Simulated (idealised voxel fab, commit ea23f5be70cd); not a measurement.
The following is a process module called voxel air gaps.
Section shown: cut. Width: 270 nm. Cell size: 5 nm, square.
When this document writes out a cross-section, it uses a grid of square cells and lists it as bands, beginning at the top and moving down, with a band standing for one or more rows of cells. The entry gives the band's vertical extent as a top height and a bottom height in nm, then its horizontal make-up as materials from left to right, each with a width in nm. "empty" stands for empty space; a single material marked "full width" fills the band edge to edge. Height reference: 0 = level under which incoming wafer is all one material. Lowest band: no bottom, runs on downward, e.g. "0 down". A two-number width, for instance "30->40", indicates that the width is equal to the first number in the top row of the band and to the second number in the bottom row, and that it changes by a constant amount per row of cells. Any step labelled "same as before" changed none of the cells in the cross-section. Closed-off voids of 8+ cells (no open route to the top) go in "Entrapped void list", written width x height at distance from the left edge, in nm. Text after the settings on a step's line: the simulator's own remark on that step. The "overlay nm" setting may appear on a step's line; for a step that uses a mask, it gives how far to the right of its planned position the mask lay, and a negative value indicates the left.
Intended process steps
step 1: RECEIVE with material Si
step 2: CONFORMAL_DEP with material SiO2, thk nm 15
step 3: CONFORMAL_DEP with material SiCN, thk nm 5
step 4: DIRECTIONAL_DEP with material SiO2, thk nm 30
step 5: PATTERN with tone open, mask id LINES, material resist, width nm 25, pitch nm 50, thk nm 20, overlay nm 0
step 6: DIRECTIONAL_ETCH with etch materials SiO2, depth nm 30
step 7: STRIP with etch materials resist
step 8: CONFORMAL_DEP with material TiN, thk nm 5
step 9: FILL_DEP with material Ru, thk nm 10
step 10: CMP with height nm 50
step 11: EPI with material Ru, thk nm 10
step 12: SELECTIVE_ETCH with etch materials SiO2, depth nm 40
step 13: CONFORMAL_DEP with material SiCN, thk nm 5
as received, after step 1
* 0 down: Si full width
* Entrapped void list: none
Wafer cross-section at module end: first of two, run to plan
* 65 to 60: 30 of empty, then 205 of SiCN, then 35 of empty
* 60 to 50: 30 of empty, then 5 of SiCN, then 45 of Ru, then 5 of SiCN, then 45 of Ru, then 5 of SiCN, then 45 of Ru, then 5 of SiCN, then 45 of Ru, then 5 of SiCN, then 35 of empty
* 50 to 45: 30 of empty, then 15 of SiCN, then 5 of TiN, then 15 of Ru, then 5 of TiN, then 25 of SiCN, then 5 of TiN, then 15 of Ru, then 5 of TiN, then 25 of SiCN, then 5 of TiN, then 15 of Ru, then 5 of TiN, then 25 of SiCN, then 5 of TiN, then 15 of Ru, then 5 of TiN, then 15 of SiCN, then 35 of empty
* 45 to 25: 40 of empty, then 5 of SiCN, then 5 of TiN, then 15 of Ru, then 5 of TiN, then 5 of SiCN, then 15 of empty, then 5 of SiCN, then 5 of TiN, then 15 of Ru, then 5 of TiN, then 5 of SiCN, then 15 of empty, then 5 of SiCN, then 5 of TiN, then 15 of Ru, then 5 of TiN, then 5 of SiCN, then 15 of empty, then 5 of SiCN, then 5 of TiN, then 15 of Ru, then 5 of TiN, then 5 of SiCN, then 45 of empty
* 25 to 20: 45 of SiCN, then 25 of TiN, then 25 of SiCN, then 25 of TiN, then 25 of SiCN, then 25 of TiN, then 25 of SiCN, then 25 of TiN, then 50 of SiCN
* 20 to 15: SiCN full width
* 15 to 0: SiO2 full width
* 0 down: Si full width
* Entrapped void list: 15 x 20 at 75; 15 x 20 at 125; 15 x 20 at 175
Wafer two (of two), end-of-module cross-section: start = wafer one, plan = wafer one, one run mistake
* 55 to 50: 30 of empty, then 205 of SiCN, then 35 of empty
* 50 to 40: 30 of empty, then 5 of SiCN, then 45 of Ru, then 5 of SiCN, then 45 of Ru, then 5 of SiCN, then 45 of Ru, then 5 of SiCN, then 45 of Ru, then 5 of SiCN, then 35 of empty
* 40 to 35: 30 of empty, then 15 of SiCN, then 5 of TiN, then 15 of Ru, then 5 of TiN, then 25 of SiCN, then 5 of TiN, then 15 of Ru, then 5 of TiN, then 25 of SiCN, then 5 of TiN, then 15 of Ru, then 5 of TiN, then 25 of SiCN, then 5 of TiN, then 15 of Ru, then 5 of TiN, then 15 of SiCN, then 35 of empty
* 35 to 25: 40 of empty, then 5 of SiCN, then 5 of TiN, then 15 of Ru, then 5 of TiN, then 5 of SiCN, then 15 of empty, then 5 of SiCN, then 5 of TiN, then 15 of Ru, then 5 of TiN, then 5 of SiCN, then 15 of empty, then 5 of SiCN, then 5 of TiN, then 15 of Ru, then 5 of TiN, then 5 of SiCN, then 15 of empty, then 5 of SiCN, then 5 of TiN, then 15 of Ru, then 5 of TiN, then 5 of SiCN, then 45 of empty
* 25 to 20: 45 of SiCN, then 25 of TiN, then 25 of SiCN, then 25 of TiN, then 25 of SiCN, then 25 of TiN, then 25 of SiCN, then 25 of TiN, then 50 of SiCN
* 20 to 15: SiCN full width
* 15 to 0: SiO2 full width
* 0 down: Si full width
* Entrapped void list: none
What was done differently from what was planned? step 10 was processed under conditions differing from the plan, specifically as CMP with height nm 40
Wafer comparison, final, in cells, second relative to first, materials more or fewer: Ru -24, SiCN -16, TiN -16
Long story short, the first wafer ends with 3 closed voids and the second one with 0.
